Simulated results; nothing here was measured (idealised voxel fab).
A process module follows: voxel local oxidation.
Square cell edge 5 nm, section width 170 nm, ID cut.
We lay out every cross-section as a grid of square cells and spell it out in bands from the top down, where one band means one or more rows of cells.
Heights first: top, then bottom, in nm. Then materials, left to right, each with a width in nm. "everywhere" on a single material: fills the band edge to edge. "blank": empty space.
Ref level 0: as-received wafer is one material below here. Bottom band extends down with no lower bound ("from 0 down").
You'd read "30..40" like this: the band's top row of cells is as wide as the first number, its bottom row is as wide as the second, and going down, every row changes width by the same amount as the row before did.
Where the words "same as before" appear for a step, the cross-section shows no cell changed by that step; every cell remained as before.
Heads up: "Tabulated closed voids" only lists the empty pockets with no open path to the top that are 8 cells or more, and it writes them as width x height at distance, distance from the left edge, in nm.
Text after the settings on a step's line: the simulator's own remark on that step.
The optional step-line setting "overlay nm" applies to steps with a mask and quantifies how far to the right of its planned location the mask lay, a negative value indicating leftward placement.
-- These are the steps we planned for the process
- 1: RECEIVE | material Si
- 2: OXIDIZE | depth nm 5
- 3: CONFORMAL_DEP | material SiN | thk nm 10
- 4: MASKED_ETCH | tone cover | mask id ACTIVE | width nm 90 | etch materials SiN | depth nm 10 | overlay nm 0
- 5: SELECTIVE_ETCH | etch materials SiO2 | depth nm 5
- 6: OXIDIZE | depth nm 10
- 7: STRIP | etch materials SiN
Wafers differ in width nm at step 4; plan lists the first wafer's value; identical starting state.
-- So this is the first of several wafers, cross-sectioned as it came to us, meaning it's at the end of step 1
  from 0 down | Si everywhere
  Tabulated closed voids: none
-- Quick look at the cross-section of the first of several wafers after step 7, which wraps up the module
  from 0 to -5 | 45 of blank, 80 of SiO2, 45 of blank
  from -5 to -15 | 55 of SiO2, 60 of Si, 55 of SiO2
  from -15 down | Si everywhere
  Tabulated closed voids: none
-- Final wafer cross-section at module end
  from 0 to -5 | 35 of blank, 105 of SiO2, 30 of blank
  from -5 to -15 | 45 of SiO2, 85 of Si, 40 of SiO2
  from -15 down | Si everywhere
  Tabulated closed voids: none
-- What follows is a table in which each wafer occupies a row; for the wafer as it stands at the close of the module, the row states, material by material, how many cells have been gained (+) or lost (-) since receipt, and then gives its closed voids
width nm 90, -78 Si, +60 SiO2, Tabulated closed voids: none
width nm 95, -76 Si, +59 SiO2, Tabulated closed voids: none
width nm 100, -74 Si, +58 SiO2, Tabulated closed voids: none
width nm 105, -72 Si, +57 SiO2, Tabulated closed voids: none
width nm 110, -70 Si, +56 SiO2, Tabulated closed voids: none
width nm 115, -68 Si, +55 SiO2, Tabulated closed voids: none
